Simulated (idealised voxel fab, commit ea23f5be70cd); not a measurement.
Herein follows the process module entitled voxel self aligned contacts.
FYI the section here is cut, 240 nm wide, cells are 5 nm squares.
The cross-sections in this document take the form of a grid made of square cells. They are written out as bands, in order from top to bottom. Each band consists of one or more rows of cells.
Top height, bottom height, nm. Materials left to right, width each, nm. Single material + "full width" = fills band edge to edge. "blank" = empty.
It should be noted that heights are counted from 0, beneath which the wafer as supplied is of one material throughout, and that the lowest band possesses no lower boundary but continues downward, as written in "0 down".
Note: "30..40" means the width goes from the first number (top row of the band) to the second number (bottom row) in equal steps per row of cells.
Key: "left unchanged" - step with no changed cell in the cross-section.
The label "Closed voids list" introduces a list of the empty spaces, 8 cells or larger, that have no open way up to the top; each entry in it reads width x height at distance, where the distance is taken from the left edge and all three are stated in nm.
Post-settings text on a step line: simulator's own remark regarding the step.
overlay nm: step with mask; distance mask lay right of planned place; negative value = left of planned place.

[Planned step list for the process]
1: op RECEIVE | material Si
2: op OXIDIZE | depth nm 5
3: op DIRECTIONAL_DEP | material polySi | thk nm 20
4: op DIRECTIONAL_DEP | material SiN | thk nm 20
5: op DIRECTIONAL_DEP | material aC | thk nm 15
6: op PATTERN | tone cover | mask id GATE | material resist | width nm 30 | pitch nm 70 | thk nm 30 | overlay nm 0
7: op DIRECTIONAL_ETCH | etch materials aC | depth nm 15
8: op STRIP | etch materials resist
9: op DIRECTIONAL_ETCH | etch materials SiN | depth nm 20
10: op DIRECTIONAL_ETCH | etch materials polySi | depth nm 20
11: op STRIP | etch materials aC
12: op CONFORMAL_DEP | material SiN | thk nm 10
13: op DIRECTIONAL_ETCH | etch materials SiN | depth nm 10
14: op FILL_DEP | material SiO2 | thk nm 20
15: op CMP | height nm 50
16: op PATTERN | tone open | mask id CONTACT | material resist | width nm 50 | thk nm 20 | overlay nm 0
17: op DIRECTIONAL_ETCH | etch materials SiO2 | depth nm 55
18: op STRIP | etch materials resist
19: op CONFORMAL_DEP | material TiN | thk nm 5
20: op FILL_DEP | material W | thk nm 10
21: op CMP | height nm 50
22: op CONFORMAL_DEP | material SiCN | thk nm 5

[The cross-section here shows the wafer as received, i.e. in its state after step 1]
0 down: Si full width
Closed voids list: none

[The first of the two wafers as seen in cross-section once the module was finished; processing followed the plan]
55 to 50: SiCN full width
50 to 40: SiO2=95; TiN=5..20; W=40..10; TiN=5..20; SiO2=95
40 to 20: SiO2=60; SiN=50; TiN=5; W=10; TiN=5; SiN=50; SiO2=60
20 to 0: SiO2=60; SiN=10; polySi=30; SiN=10; TiN=5; W=10; TiN=5; SiN=10; polySi=30; SiN=10; SiO2=60
0 to -5: SiO2=110; TiN=20; SiO2=110
-5 down: Si full width
Closed voids list: none

[Here's the second of our two wafers sectioned at module end. Same start as the first, same plan, but one mistake got made running it]
55 to 50: SiCN full width
50 to 40: SiO2=100; TiN=5..15; W=40..10; TiN=5..25; SiO2=90
40 to 20: SiO2=60; SiN=50; TiN=5; W=10; TiN=5; SiN=50; SiO2=60
20 to 0: SiO2=60; SiN=10; polySi=30; SiN=10; TiN=5; W=10; TiN=5; SiN=10; polySi=30; SiN=10; SiO2=60
0 to -5: SiO2=110; TiN=20; SiO2=110
-5 down: Si full width
Closed voids list: none
What was done differently from what was planned? planned and actual differ for step 16; actual: op PATTERN | tone open | mask id CONTACT | material resist | width nm 50 | thk nm 20 | overlay nm 5
By the end, you'd get the same cell count for each material on either wafer, but the second wafer puts them somewhere else.
